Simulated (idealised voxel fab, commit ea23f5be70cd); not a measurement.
The document below concerns the process module designated voxel quadruple lines.
We display cut, a cross-section 155 nm in width whose square cells are each 5 nm.
The cross-sections in this document take the form of a grid made of square cells. They are written out as bands, in order from top to bottom. Each band consists of one or more rows of cells.
Each band's line starts with the height of the band's top and of its bottom, in nm. Then come its materials from left to right, each with its width in nm. One material with "edge to edge" fills the band from edge to edge. "air" is empty space.
Zero point of the height axis is 0; under it, received wafer = one material. Lowest band: continues down indefinitely, "z 0 and below".
Note: "30..40" means the width goes from the first number (top row of the band) to the second number (bottom row) in equal steps per row of cells.
"no modification" means the step left every cell of the cross-section as it was.
Closed empty spaces (no open way to the top) of 8 cells or more are what "Cavities, closed" lists, each as width x height at distance from the left edge, nm for all three.
Anything after a step's settings on that line? It's the simulator's own note about the step.
What "overlay nm" on a step's line means: if the step has a mask, that mask lay this far to the right of its planned place, or, when the value is negative, to the left.

### These are the steps we planned for the process
step 1: RECEIVE,material Si
step 2: CONFORMAL_DEP,material SiO2,thk nm 5
step 3: DIRECTIONAL_DEP,material W,thk nm 10
step 4: DIRECTIONAL_DEP,material polySi,thk nm 15
step 5: DIRECTIONAL_DEP,material aC,thk nm 20
step 6: PATTERN,tone cover,mask id MANDREL,material resist,width nm 25,thk nm 30,overlay nm 0
step 7: DIRECTIONAL_ETCH,etch materials aC,depth nm 20
step 8: STRIP,etch materials resist
step 9: CONFORMAL_DEP,material SiO2,thk nm 15
step 10: DIRECTIONAL_ETCH,etch materials SiO2,depth nm 15
step 11: STRIP,etch materials aC
step 12: DIRECTIONAL_ETCH,etch materials polySi,depth nm 15
step 13: STRIP,etch materials SiO2
step 14: CONFORMAL_DEP,material SiCN,thk nm 10
step 15: DIRECTIONAL_ETCH,etch materials SiCN,depth nm 10
step 16: STRIP,etch materials polySi
step 17: DIRECTIONAL_ETCH,etch materials W,depth nm 10
step 18: STRIP,etch materials SiCN
varied across the wafers: width nm of step 6. The plan shows the first wafer's value. All wafers start alike

### After step 1, as received: first of several wafers, cross-section
	z 0 and below: Si edge to edge
	Cavities, closed: none

### Every row in this table is a wafer at the end of the module, and it gives, for each of the materials, the cells that wafer has gained (+) or lost (-) since it was received, then its closed voids
width nm 25 | +31 SiO2 | +16 W | Cavities, closed: none
width nm 30 | +31 SiO2 | +16 W | Cavities, closed: none
width nm 35 | +31 SiO2 | +16 W | Cavities, closed: none
width nm 40 | +31 SiO2 | +16 W | Cavities, closed: none
width nm 45 | +31 SiO2 | +16 W | Cavities, closed: none
width nm 50 | +31 SiO2 | +16 W | Cavities, closed: none
